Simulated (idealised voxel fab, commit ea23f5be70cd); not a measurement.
process module | voxel self aligned contacts
Section shown: cut. Width: 285 nm. Cell size: 5 nm, square.
In this document a cross-section is written as a grid of square cells. It is given as a series of bands, listed from the top down, and a band is one or more rows of cells. In this notation a band is specified by the heights of its top and bottom, in that order and in nm, after which its materials appear from left to right, each paired with its width in nm. The word "full width" attached to a single material means that material fills the band from edge to edge; the word "air" stands for empty space. Convention: height 0 is the level below which the wafer, as received, is all one material. The lowest band does not terminate at the bottom but continues downward, represented as "top 0, no bottom". When a width is written as two numbers, as in "30->40", the first number is the width in the top row of cells of the band and the second is the width in its bottom row, and the width changes by the same amount from each row to the next. It should be understood that the words "remained the same", when stated for a given step, signify that the cross-section underwent no change in any of its cells during that step. Entry "Enclosed void entries" = empty spaces >= 8 cells with no open way to the top; each as width x height at distance, distance from left edge, all nm. Read whatever lies past the settings on a step's line as the simulator's own remark about the step. A step line may carry the setting "overlay nm", which, for steps involving a mask, states the distance by which the mask lay to the right of its intended position; negative values denote displacement to the left.

Planned process steps
1 RECEIVE, material Si
2 OXIDIZE, depth nm 5
3 DIRECTIONAL_DEP, material polySi, thk nm 30
4 DIRECTIONAL_DEP, material SiN, thk nm 20
5 DIRECTIONAL_DEP, material aC, thk nm 15
6 PATTERN, tone cover, mask id GATE, material resist, width nm 25, pitch nm 60, thk nm 30, overlay nm 0
7 DIRECTIONAL_ETCH, etch materials aC, depth nm 15
8 STRIP, etch materials resist
9 DIRECTIONAL_ETCH, etch materials SiN, depth nm 20
10 DIRECTIONAL_ETCH, etch materials polySi, depth nm 30
11 STRIP, etch materials aC
12 CONFORMAL_DEP, material SiN, thk nm 10
13 DIRECTIONAL_ETCH, etch materials SiN, depth nm 10
14 FILL_DEP, material SiO2, thk nm 15
15 CMP, height nm 55
16 MASKED_ETCH, tone open, mask id CONTACT, width nm 45, pitch nm 60, etch materials SiO2, depth nm 60, overlay nm 0
17 CONFORMAL_DEP, material TiN, thk nm 5
18 FILL_DEP, material Ru, thk nm 10
19 CMP, height nm 55
20 CONFORMAL_DEP, material SiN, thk nm 5

Cross-section: wafer on arrival = after step 1
	top 0, no bottom | Si full width
	Enclosed void entries: none

End state of the module in cross-section, given the above starting point and plan and one mistake in execution
	top 60, bottom 55 | SiN full width
	top 55, bottom 50 | 90 nm SiO2, 45 nm TiN, 15 nm SiO2, 45 nm TiN, 90 nm SiO2
	top 50, bottom 30 | 80 nm SiN, 5 nm SiO2, 55 nm SiN, 5 nm SiO2, 55 nm SiN, 5 nm SiO2, 80 nm SiN
	top 30, bottom 0 | 70 nm polySi, 10 nm SiN, 5 nm SiO2, 10 nm SiN, 35 nm polySi, 10 nm SiN, 5 nm SiO2, 10 nm SiN, 35 nm polySi, 10 nm SiN, 5 nm SiO2, 10 nm SiN, 70 nm polySi
	top 0, bottom -5 | SiO2 full width
	top -5, no bottom | Si full width
	Enclosed void entries: none
In executing the process, a mistake was made relative to the plan: not per plan at step 6, really ran PATTERN, tone open, mask id GATE, material resist, width nm 25, pitch nm 60, thk nm 30, overlay nm 0
